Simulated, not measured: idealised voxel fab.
process module | voxel lift off
cross-section cut | 280 nm wide | cells 5 nm
A cross-section is a grid of square cells, given in bands from the top down. A band is one or more rows of cells.
Each band's line starts with the height of the band's top and of its bottom, in nm. Then come its materials from left to right, each with its width in nm. One material with "throughout" fills the band from edge to edge. "air" is empty space.
Height 0 is the level under which the wafer as received is all one material. The lowest band goes on downwards, as in "0 down".
A width such as "30 to 40" changes by the same amount from each row of cells to the next, from the band's top row to its bottom row.
"no change" after a step means that no cell of the cross-section changed.
closed voids: empty space of 8 cells or more with no open way to the top, each as width x height at its distance from the left edge, in nm
after a step's settings: what the simulator itself notes on the step
overlay nm, on a step with a mask: how far to the right of its planned place the mask lay; to the left if negative
plan
1 op RECEIVE | material Si
2 op CONFORMAL_DEP | material SiN | thk nm 10
3 op PATTERN | tone open | mask id LINES | material resist | width nm 15 | pitch nm 35 | thk nm 25 | overlay nm -15
4 op DIRECTIONAL_DEP | material Ru | thk nm 10
5 op STRIP | etch materials resist
6 op CONFORMAL_DEP | material SiO2 | thk nm 5
varied across the wafers: overlay nm of step 3. The plan shows the first wafer's value. All wafers start alike
first wafer as received, after step 1
  0 down: Si throughout
  closed voids: none
first wafer at the end, after step 6
  25 to 20: air 60 | SiO2 25 | air 10 | SiO2 25 | air 10 | SiO2 25 | air 10 | SiO2 25 | air 90
  20 to 15: air 60 | SiO2 5 | Ru 15 | SiO2 5 | air 10 | SiO2 5 | Ru 15 | SiO2 5 | air 10 | SiO2 5 | Ru 15 | SiO2 5 | air 10 | SiO2 5 | Ru 15 | SiO2 5 | air 90
  15 to 10: SiO2 65 | Ru 15 | SiO2 20 | Ru 15 | SiO2 20 | Ru 15 | SiO2 20 | Ru 15 | SiO2 95
  10 to 0: SiN throughout
  0 down: Si throughout
  closed voids: none
last wafer at the end
  25 to 20: air 90 | SiO2 25 | air 10 | SiO2 25 | air 10 | SiO2 25 | air 10 | SiO2 25 | air 60
  20 to 15: air 90 | SiO2 5 | Ru 15 | SiO2 5 | air 10 | SiO2 5 | Ru 15 | SiO2 5 | air 10 | SiO2 5 | Ru 15 | SiO2 5 | air 10 | SiO2 5 | Ru 15 | SiO2 5 | air 60
  15 to 10: SiO2 95 | Ru 15 | SiO2 20 | Ru 15 | SiO2 20 | Ru 15 | SiO2 20 | Ru 15 | SiO2 65
  10 to 0: SiN throughout
  0 down: Si throughout
  closed voids: none
each wafer at the end: cells of each material gained (+) or lost (-) since it was received, then its closed voids
overlay nm -15 | +24 Ru | +112 SiN | +72 SiO2 | closed voids: none
overlay nm -10 | +24 Ru | +112 SiN | +72 SiO2 | closed voids: none
overlay nm -5 | +24 Ru | +112 SiN | +72 SiO2 | closed voids: none
overlay nm 0 | +24 Ru | +112 SiN | +72 SiO2 | closed voids: none
overlay nm 5 | +24 Ru | +112 SiN | +72 SiO2 | closed voids: none
overlay nm 10 | +24 Ru | +112 SiN | +72 SiO2 | closed voids: none
overlay nm 15 | +24 Ru | +112 SiN | +72 SiO2 | closed voids: none
